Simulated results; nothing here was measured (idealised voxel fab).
Process module under the name voxel wiring stack
We display cut, a cross-section 230 nm in width whose square cells are each 5 nm.
Notation: cross-section as square-cell grid; stated in bands, top first, going down; one or more cell rows per band. Look at the band entry: it leads with the top's height and the bottom's height in nm. Then it lists the materials left to right, with a width in nm for each. The word "throughout" on a single material says that material fills the band edge to edge. The word "empty" is empty space. Height 0 is the level under which the wafer as received is all one material. The lowest band goes on downwards, as in "z 0 and below". A width such as "30 to 40" changes by the same amount from each row of cells to the next, from the band's top row to its bottom row. You'll sometimes find "all unchanged" written for a step, and that's the way of saying that nowhere in the cross-section did a cell change during that step. Closed-off voids of 8+ cells (no open route to the top) go in "Closed internal voids", written width x height at distance from the left edge, in nm. Note: text after step settings on the step line = simulator remark on that step. If you see "overlay nm" on a step's line and that step has a mask, it's telling you how far right of where it was planned the mask ended up; a negative number means it went left instead.
Steps planned for the process
1 RECEIVE,material Si
2 CONFORMAL_DEP,material SiO2,thk nm 10
3 DIRECTIONAL_DEP,material TiN,thk nm 5
4 DIRECTIONAL_DEP,material W,thk nm 20
5 PATTERN,tone cover,mask id METAL_1,material resist,width nm 25,pitch nm 40,thk nm 20,overlay nm 0
6 DIRECTIONAL_ETCH,etch materials W,depth nm 20
7 DIRECTIONAL_ETCH,etch materials TiN,depth nm 5
8 STRIP,etch materials resist
9 CONFORMAL_DEP,material SiN,thk nm 5
10 FILL_DEP,material SiO2,thk nm 10
11 CMP,height nm 35
12 CONFORMAL_DEP,material SiCN,thk nm 5
13 DIRECTIONAL_DEP,material lowk,thk nm 15
14 MASKED_ETCH,tone open,mask id PLUG_1,width nm 15,pitch nm 80,etch materials lowk,depth nm 15,overlay nm 0
15 MASKED_ETCH,tone open,mask id PLUG_1,width nm 15,pitch nm 80,etch materials SiCN,depth nm 5,overlay nm 0
16 EPI,material Ru,thk nm 10
17 EPI,material Ru,thk nm 10
18 DIRECTIONAL_DEP,material TiN,thk nm 5
19 DIRECTIONAL_DEP,material Ru,thk nm 15
20 DIRECTIONAL_DEP,material aC,thk nm 10
21 PATTERN,tone cover,mask id METAL_2,material resist,width nm 25,pitch nm 40,thk nm 30,overlay nm 0
22 DIRECTIONAL_ETCH,etch materials aC,depth nm 10
23 STRIP,etch materials resist
24 DIRECTIONAL_ETCH,etch materials Ru,depth nm 15
25 DIRECTIONAL_ETCH,etch materials TiN,depth nm 5
26 STRIP,etch materials aC
27 CONFORMAL_DEP,material SiCN,thk nm 5
28 FILL_DEP,material lowk,thk nm 5
29 CMP,height nm 75
30 CONFORMAL_DEP,material SiCN,thk nm 5
31 DIRECTIONAL_DEP,material SiO2,thk nm 35
32 MASKED_ETCH,tone open,mask id METAL_3_HOLES,width nm 15,pitch nm 40,etch materials SiO2,depth nm 35,overlay nm 0
33 DIRECTIONAL_DEP,material aC,thk nm 15
34 PATTERN,tone open,mask id METAL_3,material resist,width nm 25,pitch nm 40,thk nm 30,overlay nm 0
35 DIRECTIONAL_ETCH,etch materials aC,depth nm 15
36 STRIP,etch materials resist
37 DIRECTIONAL_ETCH,etch materials SiO2,depth nm 20
38 DIRECTIONAL_ETCH,etch materials SiCN,depth nm 5
39 STRIP,etch materials aC
40 CONFORMAL_DEP,material TiN,thk nm 5
41 FILL_DEP,material Cu,thk nm 10
42 CMP,height nm 115
43 CONFORMAL_DEP,material SiCN,thk nm 5
44 DIRECTIONAL_DEP,material lowk,thk nm 25
45 DIRECTIONAL_DEP,material aC,thk nm 15
46 PATTERN,tone open,mask id METAL_4_HOLES,material resist,width nm 15,pitch nm 40,thk nm 35,overlay nm 0
47 DIRECTIONAL_ETCH,etch materials aC,depth nm 15
48 STRIP,etch materials resist
49 DIRECTIONAL_ETCH,etch materials lowk,depth nm 25
50 STRIP,etch materials aC
51 MASKED_ETCH,tone open,mask id METAL_4,width nm 25,pitch nm 40,etch materials lowk,depth nm 15,overlay nm 0
52 MASKED_ETCH,tone open,mask id METAL_4,width nm 25,pitch nm 40,etch materials SiCN,depth nm 5,overlay nm 0
53 CONFORMAL_DEP,material TiN,thk nm 5
54 FILL_DEP,material Ru,thk nm 10
55 CMP,height nm 145
56 CONFORMAL_DEP,material SiCN,thk nm 5
As-received state of the wafer in cross-section, equivalent to post-step 1
z 0 and below = Si throughout
Closed internal voids: none
Here's the cross-section of the first of our two wafers at the end of the module - it ran as planned
z 150 to 145 = SiCN throughout
z 145 to 135 = lowk 60 / TiN 5 / Ru 15 / TiN 5 / lowk 15 / TiN 5 / Ru 15 / TiN 5 / lowk 15 / TiN 5 / Ru 15 / TiN 5 / lowk 65
z 135 to 130 = lowk 60 / TiN 5 / Ru 5 / TiN 15 / lowk 15 / TiN 5 / Ru 5 / TiN 15 / lowk 15 / TiN 5 / Ru 5 / TiN 15 / lowk 65
z 130 to 120 = lowk 60 / TiN 5 / Ru 5 / TiN 5 / lowk 25 / TiN 5 / Ru 5 / TiN 5 / lowk 25 / TiN 5 / Ru 5 / TiN 5 / lowk 75
z 120 to 115 = SiCN 60 / TiN 15 / SiCN 25 / TiN 15 / SiCN 25 / TiN 15 / SiCN 75
z 115 to 100 = SiO2 60 / TiN 5 / Cu 15 / TiN 5 / SiO2 15 / TiN 5 / Cu 15 / TiN 5 / SiO2 15 / TiN 5 / Cu 15 / TiN 5 / SiO2 65
z 100 to 95 = SiO2 60 / TiN 5 / Cu 5 / TiN 15 / SiO2 15 / TiN 5 / Cu 5 / TiN 15 / SiO2 15 / TiN 5 / Cu 5 / TiN 15 / SiO2 65
z 95 to 80 = SiO2 60 / TiN 5 / Cu 5 / TiN 5 / SiO2 25 / TiN 5 / Cu 5 / TiN 5 / SiO2 25 / TiN 5 / Cu 5 / TiN 5 / SiO2 75
z 80 to 75 = SiCN 60 / TiN 15 / SiCN 25 / TiN 15 / SiCN 25 / TiN 15 / SiCN 75
z 75 to 60 = lowk 55 / SiCN 5 / Ru 25 / SiCN 5 / lowk 5 / SiCN 5 / Ru 25 / SiCN 5 / lowk 5 / SiCN 5 / Ru 25 / SiCN 5 / lowk 60
z 60 to 55 = SiCN 60 / TiN 25 / SiCN 15 / TiN 25 / SiCN 15 / TiN 25 / SiCN 65
z 55 to 40 = lowk 60 / Ru 15 / lowk 65 / Ru 15 / lowk 75
z 40 to 35 = SiCN 60 / Ru 15 / SiCN 65 / Ru 15 / SiCN 75
z 35 to 15 = SiO2 55 / SiN 5 / W 25 / SiN 5 / SiO2 5 / SiN 5 / W 25 / SiN 5 / SiO2 5 / SiN 5 / W 25 / SiN 5 / SiO2 60
z 15 to 10 = SiN 60 / TiN 25 / SiN 15 / TiN 25 / SiN 15 / TiN 25 / SiN 65
z 10 to 0 = SiO2 throughout
z 0 and below = Si throughout
Closed internal voids: none
End-of-module cross-section of the second wafer: identical starting point and process plan to the first, with one processing mistake
z 155 to 150 = SiCN throughout
z 150 to 145 = TiN 65 / Ru 15 / TiN 25 / Ru 15 / TiN 25 / Ru 15 / TiN 70
z 145 to 135 = lowk 60 / TiN 5 / Ru 15 / TiN 5 / lowk 15 / TiN 5 / Ru 15 / TiN 5 / lowk 15 / TiN 5 / Ru 15 / TiN 5 / lowk 65
z 135 to 130 = lowk 60 / TiN 5 / Ru 5 / TiN 15 / lowk 15 / TiN 5 / Ru 5 / TiN 15 / lowk 15 / TiN 5 / Ru 5 / TiN 15 / lowk 65
z 130 to 120 = lowk 60 / TiN 5 / Ru 5 / TiN 5 / lowk 25 / TiN 5 / Ru 5 / TiN 5 / lowk 25 / TiN 5 / Ru 5 / TiN 5 / lowk 75
z 120 to 115 = SiCN 60 / TiN 15 / SiCN 25 / TiN 15 / SiCN 25 / TiN 15 / SiCN 75
z 115 to 100 = SiO2 60 / TiN 5 / Cu 15 / TiN 5 / SiO2 15 / TiN 5 / Cu 15 / TiN 5 / SiO2 15 / TiN 5 / Cu 15 / TiN 5 / SiO2 65
z 100 to 95 = SiO2 60 / TiN 5 / Cu 5 / TiN 15 / SiO2 15 / TiN 5 / Cu 5 / TiN 15 / SiO2 15 / TiN 5 / Cu 5 / TiN 15 / SiO2 65
z 95 to 80 = SiO2 60 / TiN 5 / Cu 5 / TiN 5 / SiO2 25 / TiN 5 / Cu 5 / TiN 5 / SiO2 25 / TiN 5 / Cu 5 / TiN 5 / SiO2 75
z 80 to 75 = SiCN 60 / TiN 15 / SiCN 25 / TiN 15 / SiCN 25 / TiN 15 / SiCN 75
z 75 to 60 = lowk 55 / SiCN 5 / Ru 25 / SiCN 5 / lowk 5 / SiCN 5 / Ru 25 / SiCN 5 / lowk 5 / SiCN 5 / Ru 25 / SiCN 5 / lowk 60
z 60 to 55 = SiCN 60 / TiN 25 / SiCN 15 / TiN 25 / SiCN 15 / TiN 25 / SiCN 65
z 55 to 40 = lowk 60 / Ru 15 / lowk 65 / Ru 15 / lowk 75
z 40 to 35 = SiCN 60 / Ru 15 / SiCN 65 / Ru 15 / SiCN 75
z 35 to 15 = SiO2 55 / SiN 5 / W 25 / SiN 5 / SiO2 5 / SiN 5 / W 25 / SiN 5 / SiO2 5 / SiN 5 / W 25 / SiN 5 / SiO2 60
z 15 to 10 = SiN 60 / TiN 25 / SiN 15 / TiN 25 / SiN 15 / TiN 25 / SiN 65
z 10 to 0 = SiO2 throughout
z 0 and below = Si throughout
Closed internal voids: none
The plan and the run diverged here: step 55 was not run as planned; what actually ran was CMP,height nm 150
Final comparison by cell count, materials where the second wafer has more or fewer than the first: 9 more of Ru | 37 more of TiN
